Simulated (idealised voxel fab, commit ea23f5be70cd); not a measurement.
The document below concerns the process module designated voxel tone inversion.
Cross-section cut spans 205 nm and uses square cells 5 nm in size.
Cross-section, as written here: a square-cell grid given band by band from the top down, where a band holds one or more rows of cells. Each band's line starts with the height of the band's top and of its bottom, in nm. Then come its materials from left to right, each with its width in nm. One material with "everywhere" fills the band from edge to edge. "blank" is empty space. Zero point of the height axis is 0; under it, received wafer = one material. Lowest band: continues down indefinitely, "0 down". The width entry "30->40" should be interpreted row by row: the top row of cells in the band takes the first number, the bottom row takes the second number, and the change between adjacent rows is uniform throughout. No cell of the cross-section changed in a step that is given as "left unchanged". Listed in "Closed empty spaces": every empty space of 8 or more cells without an open way to the top. Form: width x height at distance, the distance being from the left edge, all in nm. On each step's line, the part that comes after the settings is the simulator's own comment on the step. "overlay nm" on a masked step: distance the mask lay right of its planned place, negative for left.

The following list gives the planned process steps
1. RECEIVE, material Si
2. CONFORMAL_DEP, material SiN, thk nm 10
3. DIRECTIONAL_DEP, material polySi, thk nm 15
4. PATTERN, tone cover, mask id POSTS, material resist, width nm 20, pitch nm 35, thk nm 20, overlay nm 0
5. DIRECTIONAL_ETCH, etch materials polySi, depth nm 15
6. STRIP, etch materials resist
7. FILL_DEP, material SiO2, thk nm 5
8. CMP, height nm 25
9. STRIP, etch materials polySi
10. CONFORMAL_DEP, material TiN, thk nm 5
11. FILL_DEP, material W, thk nm 10
12. CMP, height nm 25
13. CONFORMAL_DEP, material SiCN, thk nm 5

First of two wafers - as planned

As-received wafer cross-section (after step 1)
* 0 down = Si everywhere
* Closed empty spaces: none

After step 2: wafer cross-section
* 10 to 0 = SiN everywhere
* Unchanged below 0.

After step 3: wafer cross-section
* 25 to 10 = polySi everywhere
* Unchanged below 10.

After step 4: wafer cross-section
* 45 to 25 = 40 blank / 20 resist / 15 blank / 20 resist / 15 blank / 20 resist / 15 blank / 20 resist / 40 blank
* Unchanged below 25.

After step 5: wafer cross-section
* 45 to 25 = 40 blank / 20 resist / 15 blank / 20 resist / 15 blank / 20 resist / 15 blank / 20 resist / 40 blank
* 25 to 10 = 40 blank / 20 polySi / 15 blank / 20 polySi / 15 blank / 20 polySi / 15 blank / 20 polySi / 40 blank
* Unchanged below 10.

After step 6: wafer cross-section
* 25 to 10 = 40 blank / 20 polySi / 15 blank / 20 polySi / 15 blank / 20 polySi / 15 blank / 20 polySi / 40 blank
* Unchanged below 10.

After step 7: wafer cross-section
* 30 to 25 = SiO2 everywhere
* 25 to 10 = 40 SiO2 / 20 polySi / 15 SiO2 / 20 polySi / 15 SiO2 / 20 polySi / 15 SiO2 / 20 polySi / 40 SiO2
* Unchanged below 10.

After step 8: wafer cross-section
* 25 to 10 = 40 SiO2 / 20 polySi / 15 SiO2 / 20 polySi / 15 SiO2 / 20 polySi / 15 SiO2 / 20 polySi / 40 SiO2
* Unchanged below 10.

After step 9: wafer cross-section
* 25 to 10 = 40 SiO2 / 20 blank / 15 SiO2 / 20 blank / 15 SiO2 / 20 blank / 15 SiO2 / 20 blank / 40 SiO2
* Unchanged below 10.

After step 10: wafer cross-section
* 30 to 25 = 45 TiN / 10 blank / 25 TiN / 10 blank / 25 TiN / 10 blank / 25 TiN / 10 blank / 45 TiN
* 25 to 15 = 40 SiO2 / 5 TiN / 10 blank / 5 TiN / 15 SiO2 / 5 TiN / 10 blank / 5 TiN / 15 SiO2 / 5 TiN / 10 blank / 5 TiN / 15 SiO2 / 5 TiN / 10 blank / 5 TiN / 40 SiO2
* 15 to 10 = 40 SiO2 / 20 TiN / 15 SiO2 / 20 TiN / 15 SiO2 / 20 TiN / 15 SiO2 / 20 TiN / 40 SiO2
* Unchanged below 10.

After step 11: wafer cross-section
* 40 to 30 = W everywhere
* 30 to 25 = 45 TiN / 10 W / 25 TiN / 10 W / 25 TiN / 10 W / 25 TiN / 10 W / 45 TiN
* 25 to 15 = 40 SiO2 / 5 TiN / 10 W / 5 TiN / 15 SiO2 / 5 TiN / 10 W / 5 TiN / 15 SiO2 / 5 TiN / 10 W / 5 TiN / 15 SiO2 / 5 TiN / 10 W / 5 TiN / 40 SiO2
* Unchanged below 15.

After step 12: wafer cross-section
* 25 to 15 = 40 SiO2 / 5 TiN / 10 W / 5 TiN / 15 SiO2 / 5 TiN / 10 W / 5 TiN / 15 SiO2 / 5 TiN / 10 W / 5 TiN / 15 SiO2 / 5 TiN / 10 W / 5 TiN / 40 SiO2
* Unchanged below 15.

After step 13: wafer cross-section
* 30 to 25 = SiCN everywhere
* Unchanged below 25.

What follows concerns the second wafer, which started out like the first and was meant to follow the very same plan; one mistake crept in when it was run, but everything up to and including step 3 is the same as for the first wafer

Second wafer, cut view, end of step 4 per plan
* 45 to 25 = 45 blank / 15 resist / 20 blank / 15 resist / 20 blank / 15 resist / 20 blank / 15 resist / 40 blank
* Unchanged below 25.

Second wafer, cut view, end of step 5 per plan
* 45 to 25 = 45 blank / 15 resist / 20 blank / 15 resist / 20 blank / 15 resist / 20 blank / 15 resist / 40 blank
* 25 to 10 = 45 blank / 15 polySi / 20 blank / 15 polySi / 20 blank / 15 polySi / 20 blank / 15 polySi / 40 blank
* Unchanged below 10.

Second wafer, cut view, end of step 6 per plan
* 25 to 10 = 45 blank / 15 polySi / 20 blank / 15 polySi / 20 blank / 15 polySi / 20 blank / 15 polySi / 40 blank
* Unchanged below 10.

Second wafer, cut view, end of step 7 per plan
* 30 to 25 = SiO2 everywhere
* 25 to 10 = 45 SiO2 / 15 polySi / 20 SiO2 / 15 polySi / 20 SiO2 / 15 polySi / 20 SiO2 / 15 polySi / 40 SiO2
* Unchanged below 10.

Second wafer, cut view, end of step 8 per plan
* 25 to 10 = 45 SiO2 / 15 polySi / 20 SiO2 / 15 polySi / 20 SiO2 / 15 polySi / 20 SiO2 / 15 polySi / 40 SiO2
* Unchanged below 10.

Second wafer, cut view, end of step 9 per plan
* 25 to 10 = 45 SiO2 / 15 blank / 20 SiO2 / 15 blank / 20 SiO2 / 15 blank / 20 SiO2 / 15 blank / 40 SiO2
* Unchanged below 10.

Second wafer, cut view, end of step 10 per plan
* 30 to 25 = 50 TiN / 5 blank / 30 TiN / 5 blank / 30 TiN / 5 blank / 30 TiN / 5 blank / 45 TiN
* 25 to 15 = 45 SiO2 / 5 TiN / 5 blank / 5 TiN / 20 SiO2 / 5 TiN / 5 blank / 5 TiN / 20 SiO2 / 5 TiN / 5 blank / 5 TiN / 20 SiO2 / 5 TiN / 5 blank / 5 TiN / 40 SiO2
* 15 to 10 = 45 SiO2 / 15 TiN / 20 SiO2 / 15 TiN / 20 SiO2 / 15 TiN / 20 SiO2 / 15 TiN / 40 SiO2
* Unchanged below 10.

Second wafer, cut view, end of step 11 per plan
* 40 to 30 = W everywhere
* 30 to 25 = 50 TiN / 5 W / 30 TiN / 5 W / 30 TiN / 5 W / 30 TiN / 5 W / 45 TiN
* 25 to 15 = 45 SiO2 / 5 TiN / 5 W / 5 TiN / 20 SiO2 / 5 TiN / 5 W / 5 TiN / 20 SiO2 / 5 TiN / 5 W / 5 TiN / 20 SiO2 / 5 TiN / 5 W / 5 TiN / 40 SiO2
* Unchanged below 15.

Second wafer, cut view, end of step 12 per plan
* 25 to 15 = 45 SiO2 / 5 TiN / 5 W / 5 TiN / 20 SiO2 / 5 TiN / 5 W / 5 TiN / 20 SiO2 / 5 TiN / 5 W / 5 TiN / 20 SiO2 / 5 TiN / 5 W / 5 TiN / 40 SiO2
* Unchanged below 15.

Second wafer, cut view, end of step 13 per plan
* 30 to 25 = SiCN everywhere
* Unchanged below 25.
Short version of what went wrong: note that step 4 departed from the planned setting and was carried out as PATTERN, tone cover, mask id POSTS, material resist, width nm 15, pitch nm 35, thk nm 20, overlay nm 0
Counted in cells at the end, the second wafer holds more or fewer of these materials than the first: 12 more of SiO2; 4 fewer of TiN; 8 fewer of W
